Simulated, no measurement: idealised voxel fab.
A process module follows: voxel lift off.
Displayed cross-section: cut, width of 295 nm, square cells sized 5 nm.
Cross-sections here: square-cell grids, written as top-down lists of bands, a band being one or more rows of cells.
Band: top and bottom heights (nm) first, top before bottom; then materials from left to right, widths in nm. "full width" marks a sole material filling the band edge to edge. "empty" denotes empty space.
Ref level 0: as-received wafer is one material below here. Bottom band extends down with no lower bound ("top 0, no bottom").
Read "30..40" as a graded width: first number on top, second number at the bottom, same change between each pair of neighbouring rows.
It should be understood that the words "nothing different", when stated for a given step, signify that the cross-section underwent no change in any of its cells during that step.
Voids not open to the top, 8 cells minimum: see "Closed void listing". Written width x height at distance; distance is from the left edge; nm.
Text after the settings on a step's line: the simulator's own remark on that step.
The setting "overlay nm" may be written on the line of a step. When the step uses a mask, the value reports how far to the right of the planned place the mask lay, and a negative value reports that it lay to the left.

PLANNED STEP LIST FOR THE PROCESS
- 1: op RECEIVE | material Si
- 2: op CONFORMAL_DEP | material SiO2 | thk nm 15
- 3: op PATTERN | tone open | mask id LINES | material resist | width nm 20 | pitch nm 40 | thk nm 15 | overlay nm 0
- 4: op DIRECTIONAL_DEP | material Ru | thk nm 5
- 5: op STRIP | etch materials resist
- 6: op CONFORMAL_DEP | material SiCN | thk nm 5

FIRST OF THE TWO WAFERS, RUN PER PLAN

AS RECEIVED, AFTER STEP 1
top 0, no bottom | Si full width
Closed void listing: none

CROSS-SECTION OF THE WAFER AFTER STEP 2
top 15, bottom 0 | SiO2 full width
Below a height of 0, the structure has not been altered.

CROSS-SECTION OF THE WAFER AFTER STEP 3
top 30, bottom 15 | resist (115) / empty (20) / resist (20) / empty (20) / resist (120)
Below a height of 15, the structure has not been altered.

CROSS-SECTION OF THE WAFER AFTER STEP 4
top 35, bottom 30 | Ru (115) / empty (20) / Ru (20) / empty (20) / Ru (120)
top 30, bottom 20 | resist (115) / empty (20) / resist (20) / empty (20) / resist (120)
top 20, bottom 15 | resist (115) / Ru (20) / resist (20) / Ru (20) / resist (120)
Below a height of 15, the structure has not been altered.

CROSS-SECTION OF THE WAFER AFTER STEP 5
top 20, bottom 15 | empty (115) / Ru (20) / empty (20) / Ru (20) / empty (120)
Below a height of 15, the structure has not been altered.

CROSS-SECTION OF THE WAFER AFTER STEP 6
top 25, bottom 20 | empty (110) / SiCN (30) / empty (10) / SiCN (30) / empty (115)
top 20, bottom 15 | SiCN (115) / Ru (20) / SiCN (20) / Ru (20) / SiCN (120)
Below a height of 15, the structure has not been altered.

THE SECOND WAFER: COMMON ORIGIN AND PLAN, ONE MISTAKE IN EXECUTION, IDENTICAL TO THE FIRST THROUGH STEP 1

CROSS-SECTIONAL VIEW OF THE SECOND WAFER AT THE INTENDED END TIME OF PROCESS STEP 2
top 25, bottom 0 | SiO2 full width
Below a height of 0, the structure has not been altered.

CROSS-SECTIONAL VIEW OF THE SECOND WAFER AT THE INTENDED END TIME OF PROCESS STEP 3
top 40, bottom 25 | resist (115) / empty (20) / resist (20) / empty (20) / resist (120)
Below a height of 25, the structure has not been altered.

CROSS-SECTIONAL VIEW OF THE SECOND WAFER AT THE INTENDED END TIME OF PROCESS STEP 4
top 45, bottom 40 | Ru (115) / empty (20) / Ru (20) / empty (20) / Ru (120)
top 40, bottom 30 | resist (115) / empty (20) / resist (20) / empty (20) / resist (120)
top 30, bottom 25 | resist (115) / Ru (20) / resist (20) / Ru (20) / resist (120)
Below a height of 25, the structure has not been altered.

CROSS-SECTIONAL VIEW OF THE SECOND WAFER AT THE INTENDED END TIME OF PROCESS STEP 5
top 30, bottom 25 | empty (115) / Ru (20) / empty (20) / Ru (20) / empty (120)
Below a height of 25, the structure has not been altered.

CROSS-SECTIONAL VIEW OF THE SECOND WAFER AT THE INTENDED END TIME OF PROCESS STEP 6
top 35, bottom 30 | empty (110) / SiCN (30) / empty (10) / SiCN (30) / empty (115)
top 30, bottom 25 | SiCN (115) / Ru (20) / SiCN (20) / Ru (20) / SiCN (120)
Below a height of 25, the structure has not been altered.
Processing error: it should be noted that step 2 was executed with settings other than those planned, the operation and settings actually applied being op CONFORMAL_DEP | material SiO2 | thk nm 25
Cell-count delta at end, second wafer over first, by material: 118 more of SiO2
